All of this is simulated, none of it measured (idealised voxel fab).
process module | voxel tone inversion
cross-section cut | 170 nm wide | cells 5 nm
A cross-section is a grid of square cells, given in bands from the top down. A band is one or more rows of cells.
Each band's line starts with the height of the band's top and of its bottom, in nm. Then come its materials from left to right, each with its width in nm. One material with "throughout" fills the band from edge to edge. "air" is empty space.
Height 0 is the level under which the wafer as received is all one material. The lowest band goes on downwards, as in "0 down".
A width such as "30 to 40" changes by the same amount from each row of cells to the next, from the band's top row to its bottom row.
"no change" after a step means that no cell of the cross-section changed.
closed voids: empty space of 8 cells or more with no open way to the top, each as width x height at its distance from the left edge, in nm
after a step's settings: what the simulator itself notes on the step
overlay nm, on a step with a mask: how far to the right of its planned place the mask lay; to the left if negative
plan
1 op RECEIVE | material Si
2 op CONFORMAL_DEP | material SiN | thk nm 5
3 op DIRECTIONAL_DEP | material aC | thk nm 15
4 op PATTERN | tone cover | mask id POSTS | material resist | width nm 20 | pitch nm 40 | thk nm 20 | overlay nm 0
5 op DIRECTIONAL_ETCH | etch materials aC | depth nm 15
6 op STRIP | etch materials resist
7 op FILL_DEP | material SiO2 | thk nm 5
8 op CMP | height nm 20
9 op STRIP | etch materials aC
as received, after step 1
  0 down: Si throughout
  closed voids: none
first wafer at the end, as planned
  20 to 5: SiO2 15 | air 20 | SiO2 20 | air 20 | SiO2 20 | air 20 | SiO2 20 | air 20 | SiO2 15
  5 to 0: SiN throughout
  0 down: Si throughout
  closed voids: none
second wafer at the end: like start, like plan, one mistake
  20 to 5: air 15 | aC 20 | air 20 | aC 20 | air 20 | aC 20 | air 20 | aC 20 | air 15
  5 to 0: SiN throughout
  0 down: Si throughout
  closed voids: none
what went wrong: step 9 ran as: op STRIP | etch materials SiO2
at the end the second wafer has, in cells: 54 fewer of SiO2 | 48 more of aC
